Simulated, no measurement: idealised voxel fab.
process module | voxel trench capacitor
cross-section cut | 220 nm wide | cells 5 nm
A cross-section is a grid of square cells, given in bands from the top down. A band is one or more rows of cells.
Each band's line starts with the height of the band's top and of its bottom, in nm. Then come its materials from left to right, each with its width in nm. One material with "throughout" fills the band from edge to edge. "air" is empty space.
Height 0 is the level under which the wafer as received is all one material. The lowest band goes on downwards, as in "0 down".
A width such as "30 to 40" changes by the same amount from each row of cells to the next, from the band's top row to its bottom row.
"no change" after a step means that no cell of the cross-section changed.
closed voids: empty space of 8 cells or more with no open way to the top, each as width x height at its distance from the left edge, in nm
after a step's settings: what the simulator itself notes on the step
overlay nm, on a step with a mask: how far to the right of its planned place the mask lay; to the left if negative
plan
1 op RECEIVE | material Si
2 op CONFORMAL_DEP | material SiN | thk nm 5
3 op DIRECTIONAL_DEP | material aC | thk nm 10
4 op PATTERN | tone open | mask id TRENCH | material resist | width nm 25 | pitch nm 40 | thk nm 25 | overlay nm 0
5 op DIRECTIONAL_ETCH | etch materials aC | depth nm 10
6 op STRIP | etch materials resist
7 op DIRECTIONAL_ETCH | etch materials SiN | depth nm 5
8 op DIRECTIONAL_ETCH | etch materials Si | depth nm 25
9 op STRIP | etch materials aC
10 op CONFORMAL_DEP | material SiO2 | thk nm 5
11 op FILL_DEP | material polySi | thk nm 5
12 op CMP | height nm 5
as received, after step 1
  0 down: Si throughout
  closed voids: none
a wafer at the end: this start, this plan, one mistake
  5 to 0: SiN 45 | SiO2 5 | polySi 15 | SiO2 5 | SiN 15 | SiO2 5 | polySi 15 | SiO2 5 | SiN 15 | SiO2 5 | polySi 15 | SiO2 5 | SiN 15 | SiO2 5 | polySi 15 | SiO2 5 | SiN 30
  0 to -20: Si 45 | SiO2 5 | polySi 15 | SiO2 5 | Si 15 | SiO2 5 | polySi 15 | SiO2 5 | Si 15 | SiO2 5 | polySi 15 | SiO2 5 | Si 15 | SiO2 5 | polySi 15 | SiO2 5 | Si 30
  -20 to -25: Si 45 | SiO2 25 | Si 15 | SiO2 25 | Si 15 | SiO2 25 | Si 15 | SiO2 25 | Si 30
  -25 down: Si throughout
  closed voids: none
what went wrong: step 4 ran as: op PATTERN | tone open | mask id TRENCH | material resist | width nm 25 | pitch nm 40 | thk nm 25 | overlay nm 10
